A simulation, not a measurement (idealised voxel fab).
process module | voxel ribs on slabs
cross-section cut | 290 nm wide | cells 5 nm
A cross-section is a grid of square cells, given in bands from the top down. A band is one or more rows of cells.
Each band's line starts with the height of the band's top and of its bottom, in nm. Then come its materials from left to right, each with its width in nm. One material with "throughout" fills the band from edge to edge. "air" is empty space.
Height 0 is the level under which the wafer as received is all one material. The lowest band goes on downwards, as in "0 down".
A width such as "30 to 40" changes by the same amount from each row of cells to the next, from the band's top row to its bottom row.
"no change" after a step means that no cell of the cross-section changed.
closed voids: empty space of 8 cells or more with no open way to the top, each as width x height at its distance from the left edge, in nm
after a step's settings: what the simulator itself notes on the step
overlay nm, on a step with a mask: how far to the right of its planned place the mask lay; to the left if negative
plan
1 op RECEIVE | material Si
2 op DIRECTIONAL_DEP | material SiO2 | thk nm 25
3 op DIRECTIONAL_DEP | material polySi | thk nm 20
4 op PATTERN | tone cover | mask id RIB | material resist | width nm 20 | thk nm 15 | overlay nm 0
5 op DIRECTIONAL_ETCH | etch materials polySi | depth nm 15
6 op STRIP | etch materials resist
7 op PATTERN | tone cover | mask id SLAB | material resist | width nm 80 | thk nm 15 | overlay nm 0
8 op DIRECTIONAL_ETCH | etch materials polySi | depth nm 5
9 op STRIP | etch materials resist
10 op FILL_DEP | material SiO2 | thk nm 15
11 op CMP | height nm 55
12 op DIRECTIONAL_DEP | material W | thk nm 10
13 op MASKED_ETCH | tone cover | mask id HEATER | width nm 30 | etch materials W | depth nm 10 | overlay nm 0
14 op CONFORMAL_DEP | material SiN | thk nm 5
as received, after step 1
  0 down: Si throughout
  closed voids: none
first wafer at the end, as planned
  70 to 65: air 125 | SiN 40 | air 125
  65 to 60: air 125 | SiN 5 | W 30 | SiN 5 | air 125
  60 to 55: SiN 130 | W 30 | SiN 130
  55 to 45: SiO2 throughout
  45 to 30: SiO2 135 | polySi 20 | SiO2 135
  30 to 25: SiO2 105 | polySi 80 | SiO2 105
  25 to 0: SiO2 throughout
  0 down: Si throughout
  closed voids: none
second wafer at the end: like start, like plan, one mistake
  70 to 65: air 125 | SiN 40 | air 125
  65 to 60: air 125 | SiN 5 | W 30 | SiN 5 | air 125
  60 to 55: SiN 130 | W 30 | SiN 130
  55 to 45: SiO2 throughout
  45 to 30: SiO2 135 | polySi 20 | SiO2 135
  30 to 25: SiO2 95 | polySi 80 | SiO2 115
  25 to 0: SiO2 throughout
  0 down: Si throughout
  closed voids: none
what went wrong: step 7 ran as: op PATTERN | tone cover | mask id SLAB | material resist | width nm 80 | thk nm 15 | overlay nm -10
at the end the second wafer has, in cells: as many of each material as the first, in other places
